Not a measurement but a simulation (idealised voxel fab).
The following is a process module called voxel gate over fins.
It is cross-section cut that appears here, measuring 240 nm in width, its square cells being 5 nm in size.
How to read a cross-section here: the picture is a grid of square cells, written as bands going from the top down, and any band can span one or more rows of cells. Top, bottom (nm), then materials left to right with widths (nm); lone material tagged "all across" fills the whole band edge to edge; "air" = empty space. Where do heights start? At 0: under that level the wafer as delivered is made of one material only. And the lowest band has no floor; it just carries on downward, as in "0..down". When a width is written as two numbers, as in "30..40", the first number is the width in the top row of cells of the band and the second is the width in its bottom row, and the width changes by the same amount from each row to the next. Basically "everything unchanged" means that step didn't change any cell in the cross-section. "Closed void list" enumerates empty spaces isolated from the top, with no open way to it, that contain at least 8 cells, giving each as width x height at distance from the left edge, all three in nm. Whatever follows a step's settings on its line is a remark the simulator itself makes about that step. What "overlay nm" on a step's line means: if the step has a mask, that mask lay this far to the right of its planned place, or, when the value is negative, to the left.

# Below is the list of planned process steps
1. RECEIVE with material Si
2. CONFORMAL_DEP with material SiN, thk nm 10
3. MASKED_ETCH with tone cover, mask id FINS, width nm 15, pitch nm 55, etch materials SiN, depth nm 10, overlay nm 0
4. MASKED_ETCH with tone cover, mask id FINS, width nm 15, pitch nm 55, etch materials Si, depth nm 30, overlay nm 0
5. FILL_DEP with material SiO2, thk nm 10
6. CMP with height nm 10
7. PATTERN with tone open, mask id RAIL, material resist, width nm 15, thk nm 20, overlay nm 0
8. DIRECTIONAL_ETCH with etch materials SiO2, depth nm 35
9. STRIP with etch materials resist
10. CONFORMAL_DEP with material TiN, thk nm 5
11. FILL_DEP with material Ru, thk nm 5
12. CMP with height nm 10
13. SELECTIVE_ETCH with etch materials W Ru TiN, depth nm 30
14. FILL_DEP with material SiO2, thk nm 5
15. CMP with height nm 10
16. SELECTIVE_ETCH with etch materials SiO2, depth nm 20
17. STRIP with etch materials SiN
18. CONFORMAL_DEP with material HfO2, thk nm 5
19. CONFORMAL_DEP with material TiN, thk nm 5
20. FILL_DEP with material W, thk nm 10
21. CMP with height nm 15
22. CONFORMAL_DEP with material SiCN, thk nm 10

# Cross-section of the wafer upon arrival, representing the state reached after step 1
* 0..down = Si all across
* Closed void list: none

# The following cross-section depicts the wafer upon conclusion of the module. Processing commenced from the starting condition illustrated above and adhered to the plan illustrated above, save for one mistake in execution
* 25..15 = SiCN all across
* 15..10 = W all across
* 10..5 = 45 nm W / 35 nm TiN / 20 nm W / 35 nm TiN / 20 nm W / 35 nm TiN / 50 nm W
* 5..0 = 45 nm W / 5 nm TiN / 25 nm HfO2 / 5 nm TiN / 20 nm W / 5 nm TiN / 25 nm HfO2 / 5 nm TiN / 20 nm W / 5 nm TiN / 25 nm HfO2 / 5 nm TiN / 50 nm W
* 0..-5 = 50 nm TiN / 5 nm HfO2 / 15 nm Si / 5 nm HfO2 / 5 nm TiN / 20 nm W / 5 nm TiN / 5 nm HfO2 / 15 nm Si / 5 nm HfO2 / 5 nm TiN / 20 nm W / 5 nm TiN / 5 nm HfO2 / 15 nm Si / 5 nm HfO2 / 55 nm TiN
* -5..-10 = 40 nm HfO2 / 10 nm TiN / 5 nm HfO2 / 15 nm Si / 5 nm HfO2 / 5 nm TiN / 20 nm W / 5 nm TiN / 5 nm HfO2 / 15 nm Si / 5 nm HfO2 / 5 nm TiN / 20 nm W / 5 nm TiN / 5 nm HfO2 / 15 nm Si / 5 nm HfO2 / 10 nm TiN / 45 nm HfO2
* -10..-15 = 35 nm SiO2 / 5 nm HfO2 / 10 nm TiN / 5 nm HfO2 / 15 nm Si / 5 nm HfO2 / 30 nm TiN / 5 nm HfO2 / 15 nm Si / 5 nm HfO2 / 30 nm TiN / 5 nm HfO2 / 15 nm Si / 5 nm HfO2 / 10 nm TiN / 5 nm HfO2 / 40 nm SiO2
* -15..-20 = 35 nm SiO2 / 20 nm HfO2 / 15 nm Si / 40 nm HfO2 / 15 nm Si / 40 nm HfO2 / 15 nm Si / 20 nm HfO2 / 40 nm SiO2
* -20..-25 = 55 nm SiO2 / 15 nm Si / 10 nm SiO2 / 15 nm TiN / 15 nm SiO2 / 15 nm Si / 40 nm SiO2 / 15 nm Si / 60 nm SiO2
* -25..-30 = 55 nm SiO2 / 15 nm Si / 40 nm SiO2 / 15 nm Si / 40 nm SiO2 / 15 nm Si / 60 nm SiO2
* -30..down = Si all across
* Closed void list: none
Want to know what went wrong? deviation from plan: step 17 and step 16 executed in one another's positions
